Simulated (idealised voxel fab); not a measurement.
Presented below is a process module, voxel ribs on slabs.
Cross-section cut spans 255 nm and uses square cells 5 nm in size.
Throughout this document, each cross-section is represented as a grid of square cells and is presented as a sequence of bands enumerated from the top downward, where a band comprises one or more rows of cells. This entry defines a band. It first specifies the height of the band's top and the height of its bottom in nm, and then specifies the band's materials from left to right, stating each material with its width in nm. The word "all across" identifies a single material that fills the band from edge to edge, while the word "empty" identifies empty space. A quick word on heights: they are counted from 0, and under that level the wafer as it came to us is one material throughout. The lowest band is different from the rest in having no bottom; it simply continues downward, written as in "0..down". Think of "30 to 40" as a width that walks from the first number to the second as you go down the band, top row to bottom row, taking equal-sized steps from row to row. Step note "no modifications" = no cross-section cell changed. What "Enclosed empty spaces" gives you is every empty space of 8 cells or more that is cut off from the top. Each appears as width x height at distance, with the distance taken from the left edge and width, height and distance all in nm. after a step's settings: what the simulator itself notes on the step. On any step carrying a mask, the "overlay nm" setting, if present on the step's line, tells how far right of its planned place the mask lay; negative values point to the left.
# The process steps that were planned are listed below
1 RECEIVE (material Si)
2 DIRECTIONAL_DEP (material SiO2; thk nm 30)
3 DIRECTIONAL_DEP (material SiN; thk nm 15)
4 MASKED_ETCH (tone cover; mask id RIB; width nm 20; etch materials SiN; depth nm 5; overlay nm 0)
5 PATTERN (tone cover; mask id SLAB; material resist; width nm 70; thk nm 20; overlay nm 0)
6 DIRECTIONAL_ETCH (etch materials SiN; depth nm 10)
7 STRIP (etch materials resist)
8 FILL_DEP (material SiO2; thk nm 25)
9 CMP (height nm 60)
10 DIRECTIONAL_DEP (material W; thk nm 10)
11 DIRECTIONAL_DEP (material aC; thk nm 15)
12 PATTERN (tone cover; mask id HEATER; material resist; width nm 30; thk nm 35; overlay nm 0)
13 DIRECTIONAL_ETCH (etch materials aC; depth nm 5)
14 STRIP (etch materials resist)
15 DIRECTIONAL_ETCH (etch materials W; depth nm 10)
16 STRIP (etch materials aC)
17 CONFORMAL_DEP (material SiO2; thk nm 5)
The depth nm used in step 13 is not the same on every wafer, whereas the starting condition is; the value printed in the plan is the first wafer's.
# Cut through the first of several wafers as received, post step 1
> 0..down: Si all across
> Enclosed empty spaces: none
# Depicted here is the first of several wafers in cross-section, at module completion following the last step, step 17
> 75..70: SiO2 all across
> 70..60: W all across
> 60..45: SiO2 all across
> 45..40: SiO2 115 nm / SiN 20 nm / SiO2 120 nm
> 40..30: SiO2 90 nm / SiN 70 nm / SiO2 95 nm
> 30..0: SiO2 all across
> 0..down: Si all across
> Enclosed empty spaces: none
# Cross-section, module end, final of several wafers
> 75..70: empty 105 nm / SiO2 40 nm / empty 110 nm
> 70..65: empty 105 nm / SiO2 5 nm / W 30 nm / SiO2 5 nm / empty 110 nm
> 65..60: SiO2 110 nm / W 30 nm / SiO2 115 nm
> 60..45: SiO2 all across
> 45..40: SiO2 115 nm / SiN 20 nm / SiO2 120 nm
> 40..30: SiO2 90 nm / SiN 70 nm / SiO2 95 nm
> 30..0: SiO2 all across
> 0..down: Si all across
> Enclosed empty spaces: none
# Per wafer (row), end of module: delta in cells per material since receipt, (+) for gained, (-) for lost; closed voids after that
depth nm 5 | +32 SiN | +631 SiO2 | +102 W | Enclosed empty spaces: none
depth nm 10 | +32 SiN | +631 SiO2 | +102 W | Enclosed empty spaces: none
depth nm 15 | +32 SiN | +635 SiO2 | +12 W | Enclosed empty spaces: none
depth nm 20 | +32 SiN | +635 SiO2 | +12 W | Enclosed empty spaces: none
depth nm 25 | +32 SiN | +635 SiO2 | +12 W | Enclosed empty spaces: none
depth nm 30 | +32 SiN | +635 SiO2 | +12 W | Enclosed empty spaces: none
